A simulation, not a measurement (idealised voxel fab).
process module | voxel wiring stack
cross-section cut | 250 nm wide | cells 5 nm
A cross-section is a grid of square cells, given in bands from the top down. A band is one or more rows of cells.
Each band's line starts with the height of the band's top and of its bottom, in nm. Then come its materials from left to right, each with its width in nm. One material with "throughout" fills the band from edge to edge. "air" is empty space.
Height 0 is the level under which the wafer as received is all one material. The lowest band goes on downwards, as in "0 down".
A width such as "30 to 40" changes by the same amount from each row of cells to the next, from the band's top row to its bottom row.
"no change" after a step means that no cell of the cross-section changed.
closed voids: empty space of 8 cells or more with no open way to the top, each as width x height at its distance from the left edge, in nm
after a step's settings: what the simulator itself notes on the step
overlay nm, on a step with a mask: how far to the right of its planned place the mask lay; to the left if negative
plan
1 op RECEIVE | material Si
2 op CONFORMAL_DEP | material SiO2 | thk nm 10
3 op CONFORMAL_DEP | material SiN | thk nm 5
4 op DIRECTIONAL_DEP | material lowk | thk nm 15
5 op PATTERN | tone open | mask id METAL_1 | material resist | width nm 20 | pitch nm 35 | thk nm 20 | overlay nm 0
6 op DIRECTIONAL_ETCH | etch materials lowk | depth nm 15
7 op DIRECTIONAL_ETCH | etch materials SiN | depth nm 5
8 op STRIP | etch materials resist
9 op CONFORMAL_DEP | material TiN | thk nm 5
10 op FILL_DEP | material Ru | thk nm 10
11 op CMP | height nm 30
12 op EPI | material Ru | thk nm 5
13 op FILL_DEP | material SiCN | thk nm 5
14 op DIRECTIONAL_DEP | material lowk | thk nm 10
15 op DIRECTIONAL_DEP | material aC | thk nm 15
16 op PATTERN | tone open | mask id PLUG_1 | material resist | width nm 15 | pitch nm 70 | thk nm 30 | overlay nm 0
17 op DIRECTIONAL_ETCH | etch materials aC | depth nm 15
18 op STRIP | etch materials resist
19 op DIRECTIONAL_ETCH | etch materials lowk | depth nm 10
20 op DIRECTIONAL_ETCH | etch materials SiCN | depth nm 5
21 op STRIP | etch materials aC
22 op EPI | material Ru | thk nm 10
23 op EPI | material Ru | thk nm 5
24 op DIRECTIONAL_DEP | material TiN | thk nm 5
25 op DIRECTIONAL_DEP | material W | thk nm 15
26 op MASKED_ETCH | tone cover | mask id METAL_2 | width nm 20 | pitch nm 35 | etch materials W | depth nm 15 | overlay nm 0
27 op MASKED_ETCH | tone cover | mask id METAL_2 | width nm 20 | pitch nm 35 | etch materials TiN | depth nm 5 | overlay nm -15
28 op CONFORMAL_DEP | material SiCN | thk nm 5
29 op FILL_DEP | material lowk | thk nm 10
30 op CMP | height nm 70
31 op CONFORMAL_DEP | material SiCN | thk nm 5
32 op DIRECTIONAL_DEP | material lowk | thk nm 15
33 op PATTERN | tone open | mask id PLUG_2 | material resist | width nm 15 | pitch nm 35 | thk nm 20 | overlay nm 0
34 op DIRECTIONAL_ETCH | etch materials lowk | depth nm 15
35 op DIRECTIONAL_ETCH | etch materials SiCN | depth nm 5
36 op STRIP | etch materials resist
37 op CONFORMAL_DEP | material TiN | thk nm 5
38 op FILL_DEP | material Ru | thk nm 10
39 op CMP | height nm 90
40 op DIRECTIONAL_DEP | material TiN | thk nm 5
41 op DIRECTIONAL_DEP | material W | thk nm 25
42 op PATTERN | tone cover | mask id METAL_3 | material resist | width nm 20 | pitch nm 35 | thk nm 20 | overlay nm 0
43 op DIRECTIONAL_ETCH | etch materials W | depth nm 25
44 op DIRECTIONAL_ETCH | etch materials TiN | depth nm 5
45 op STRIP | etch materials resist
46 op FILL_DEP | material SiO2 | thk nm 10
47 op CMP | height nm 120
48 op CONFORMAL_DEP | material SiCN | thk nm 5
varied across the wafers: overlay nm of step 27. The plan shows the first wafer's value. All wafers start alike
first wafer as received, after step 1
  0 down: Si throughout
  closed voids: none
first wafer at the end, after step 48
  125 to 120: SiCN throughout
  120 to 95: SiO2 60 | W 20 | SiO2 15 | W 20 | SiO2 15 | W 20 | SiO2 15 | W 20 | SiO2 65
  95 to 90: SiO2 60 | TiN 20 | SiO2 15 | TiN 20 | SiO2 15 | TiN 20 | SiO2 15 | TiN 20 | SiO2 65
  90 to 75: lowk 60 | TiN 5 | Ru 5 | TiN 5 | lowk 20 | TiN 5 | Ru 5 | TiN 5 | lowk 20 | TiN 5 | Ru 5 | TiN 5 | lowk 20 | TiN 5 | Ru 5 | TiN 5 | lowk 70
  75 to 70: SiCN 60 | TiN 15 | SiCN 20 | TiN 15 | SiCN 20 | TiN 15 | SiCN 20 | TiN 15 | SiCN 70
  70 to 60: lowk 55 | SiCN 5 | W 20 | SiCN 5 | lowk 5 | SiCN 5 | W 20 | SiCN 5 | lowk 5 | SiCN 5 | W 20 | SiCN 5 | lowk 5 | SiCN 5 | W 20 | SiCN 5 | lowk 60
  60 to 55: lowk 40 | SiCN 20 | W 20 | SiCN 15 | W 20 | SiCN 15 | W 20 | SiCN 15 | W 20 | SiCN 5 | lowk 60
  55 to 50: SiCN 45 | TiN 140 | SiCN 65
  50 to 40: lowk 60 | Ru 15 | lowk 55 | Ru 15 | lowk 105
  40 to 35: SiCN 60 | Ru 15 | SiCN 55 | Ru 15 | SiCN 105
  35 to 30: SiCN 55 | Ru 30 | SiCN 5 | Ru 30 | SiCN 5 | Ru 30 | SiCN 5 | Ru 30 | SiCN 60
  30 to 15: lowk 60 | TiN 5 | Ru 10 | TiN 5 | lowk 15 | TiN 5 | Ru 10 | TiN 5 | lowk 15 | TiN 5 | Ru 10 | TiN 5 | lowk 15 | TiN 5 | Ru 10 | TiN 5 | lowk 65
  15 to 10: SiN 60 | TiN 20 | SiN 15 | TiN 20 | SiN 15 | TiN 20 | SiN 15 | TiN 20 | SiN 65
  10 to 0: SiO2 throughout
  0 down: Si throughout
  closed voids: none
last wafer at the end
  125 to 120: SiCN throughout
  120 to 95: SiO2 60 | W 20 | SiO2 15 | W 20 | SiO2 15 | W 20 | SiO2 15 | W 20 | SiO2 65
  95 to 90: SiO2 60 | TiN 20 | SiO2 15 | TiN 20 | SiO2 15 | TiN 20 | SiO2 15 | TiN 20 | SiO2 65
  90 to 75: lowk 60 | TiN 5 | Ru 5 | TiN 5 | lowk 20 | TiN 5 | Ru 5 | TiN 5 | lowk 20 | TiN 5 | Ru 5 | TiN 5 | lowk 20 | TiN 5 | Ru 5 | TiN 5 | lowk 70
  75 to 70: SiCN 60 | TiN 15 | SiCN 20 | TiN 15 | SiCN 20 | TiN 15 | SiCN 20 | TiN 15 | SiCN 70
  70 to 60: lowk 55 | SiCN 5 | W 20 | SiCN 5 | lowk 5 | SiCN 5 | W 20 | SiCN 5 | lowk 5 | SiCN 5 | W 20 | SiCN 5 | lowk 5 | SiCN 5 | W 20 | SiCN 5 | lowk 60
  60 to 55: lowk 55 | SiCN 5 | W 20 | SiCN 15 | W 20 | SiCN 15 | W 20 | SiCN 15 | W 20 | SiCN 20 | lowk 45
  55 to 50: SiCN 60 | TiN 140 | SiCN 50
  50 to 40: lowk 60 | Ru 15 | lowk 55 | Ru 15 | lowk 105
  40 to 35: SiCN 60 | Ru 15 | SiCN 55 | Ru 15 | SiCN 105
  35 to 30: SiCN 55 | Ru 30 | SiCN 5 | Ru 30 | SiCN 5 | Ru 30 | SiCN 5 | Ru 30 | SiCN 60
  30 to 15: lowk 60 | TiN 5 | Ru 10 | TiN 5 | lowk 15 | TiN 5 | Ru 10 | TiN 5 | lowk 15 | TiN 5 | Ru 10 | TiN 5 | lowk 15 | TiN 5 | Ru 10 | TiN 5 | lowk 65
  15 to 10: SiN 60 | TiN 20 | SiN 15 | TiN 20 | SiN 15 | TiN 20 | SiN 15 | TiN 20 | SiN 65
  10 to 0: SiO2 throughout
  0 down: Si throughout
  closed voids: none
each wafer at the end: cells of each material gained (+) or lost (-) since it was received, then its closed voids
overlay nm -15 | +78 Ru | +210 SiCN | +34 SiN | +304 SiO2 | +120 TiN | +128 W | +376 lowk | closed voids: none
overlay nm -10 | +78 Ru | +213 SiCN | +34 SiN | +304 SiO2 | +116 TiN | +128 W | +377 lowk | closed voids: none
overlay nm -5 | +78 Ru | +216 SiCN | +34 SiN | +304 SiO2 | +112 TiN | +128 W | +378 lowk | closed voids: none
overlay nm 0 | +78 Ru | +216 SiCN | +34 SiN | +304 SiO2 | +108 TiN | +128 W | +382 lowk | closed voids: none
overlay nm 5 | +78 Ru | +216 SiCN | +34 SiN | +304 SiO2 | +112 TiN | +128 W | +378 lowk | closed voids: none
overlay nm 10 | +78 Ru | +213 SiCN | +34 SiN | +304 SiO2 | +116 TiN | +128 W | +377 lowk | closed voids: none
overlay nm 15 | +78 Ru | +210 SiCN | +34 SiN | +304 SiO2 | +120 TiN | +128 W | +376 lowk | closed voids: none
